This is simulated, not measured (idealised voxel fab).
process module | voxel wiring stack
cross-section cut | 260 nm wide | cells 5 nm
A cross-section is a grid of square cells, given in bands from the top down. A band is one or more rows of cells.
Each band's line starts with the height of the band's top and of its bottom, in nm. Then come its materials from left to right, each with its width in nm. One material with "throughout" fills the band from edge to edge. "air" is empty space.
Height 0 is the level under which the wafer as received is all one material. The lowest band goes on downwards, as in "0 down".
A width such as "30 to 40" changes by the same amount from each row of cells to the next, from the band's top row to its bottom row.
"no change" after a step means that no cell of the cross-section changed.
closed voids: empty space of 8 cells or more with no open way to the top, each as width x height at its distance from the left edge, in nm
after a step's settings: what the simulator itself notes on the step
overlay nm, on a step with a mask: how far to the right of its planned place the mask lay; to the left if negative
plan
1 op RECEIVE | material Si
2 op CONFORMAL_DEP | material SiO2 | thk nm 10
3 op CONFORMAL_DEP | material SiCN | thk nm 5
4 op DIRECTIONAL_DEP | material SiO2 | thk nm 25
5 op MASKED_ETCH | tone open | mask id METAL_1 | width nm 30 | pitch nm 55 | etch materials SiO2 | depth nm 25 | overlay nm 0
6 op MASKED_ETCH | tone open | mask id METAL_1 | width nm 30 | pitch nm 55 | etch materials SiCN | depth nm 5 | overlay nm 0
7 op CONFORMAL_DEP | material TiN | thk nm 5
8 op FILL_DEP | material Cu | thk nm 5
9 op CMP | height nm 40
10 op CONFORMAL_DEP | material SiCN | thk nm 5
11 op DIRECTIONAL_DEP | material SiO2 | thk nm 35
12 op PATTERN | tone open | mask id METAL_2_HOLES | material resist | width nm 15 | pitch nm 55 | thk nm 15 | overlay nm 0
13 op DIRECTIONAL_ETCH | etch materials SiO2 | depth nm 35
14 op STRIP | etch materials resist
15 op PATTERN | tone open | mask id METAL_2 | material resist | width nm 30 | pitch nm 55 | thk nm 20 | overlay nm 0
16 op DIRECTIONAL_ETCH | etch materials SiO2 | depth nm 20
17 op DIRECTIONAL_ETCH | etch materials SiCN | depth nm 5
18 op STRIP | etch materials resist
19 op CONFORMAL_DEP | material TiN | thk nm 5
20 op FILL_DEP | material Ru | thk nm 5
21 op CMP | height nm 80
22 op CONFORMAL_DEP | material SiCN | thk nm 5
23 op DIRECTIONAL_DEP | material SiO2 | thk nm 25
24 op PATTERN | tone open | mask id METAL_3 | material resist | width nm 20 | pitch nm 55 | thk nm 15 | overlay nm 0
25 op DIRECTIONAL_ETCH | etch materials SiO2 | depth nm 15
26 op STRIP | etch materials resist
27 op PATTERN | tone open | mask id METAL_3_HOLES | material resist | width nm 15 | pitch nm 55 | thk nm 20 | overlay nm 0
28 op DIRECTIONAL_ETCH | etch materials SiO2 | depth nm 10
29 op DIRECTIONAL_ETCH | etch materials SiCN | depth nm 5
30 op STRIP | etch materials resist
31 op CONFORMAL_DEP | material TiN | thk nm 5
32 op FILL_DEP | material Ru | thk nm 5
33 op CMP | height nm 110
34 op CONFORMAL_DEP | material SiCN | thk nm 5
varied across the wafers: width nm of step 24. The plan shows the first wafer's value. All wafers start alike
first wafer as received, after step 1
  0 down: Si throughout
  closed voids: none
each wafer at the end: cells of each material gained (+) or lost (-) since it was received, then its closed voids
width nm 20 | +80 Cu | +84 Ru | +164 SiCN | +664 SiO2 | +204 TiN | closed voids: none
width nm 25 | +80 Cu | +92 Ru | +164 SiCN | +652 SiO2 | +208 TiN | closed voids: none
width nm 30 | +80 Cu | +108 Ru | +160 SiCN | +640 SiO2 | +208 TiN | closed voids: none
width nm 35 | +80 Cu | +116 Ru | +160 SiCN | +628 SiO2 | +212 TiN | closed voids: none
width nm 40 | +80 Cu | +124 Ru | +160 SiCN | +616 SiO2 | +216 TiN | closed voids: none
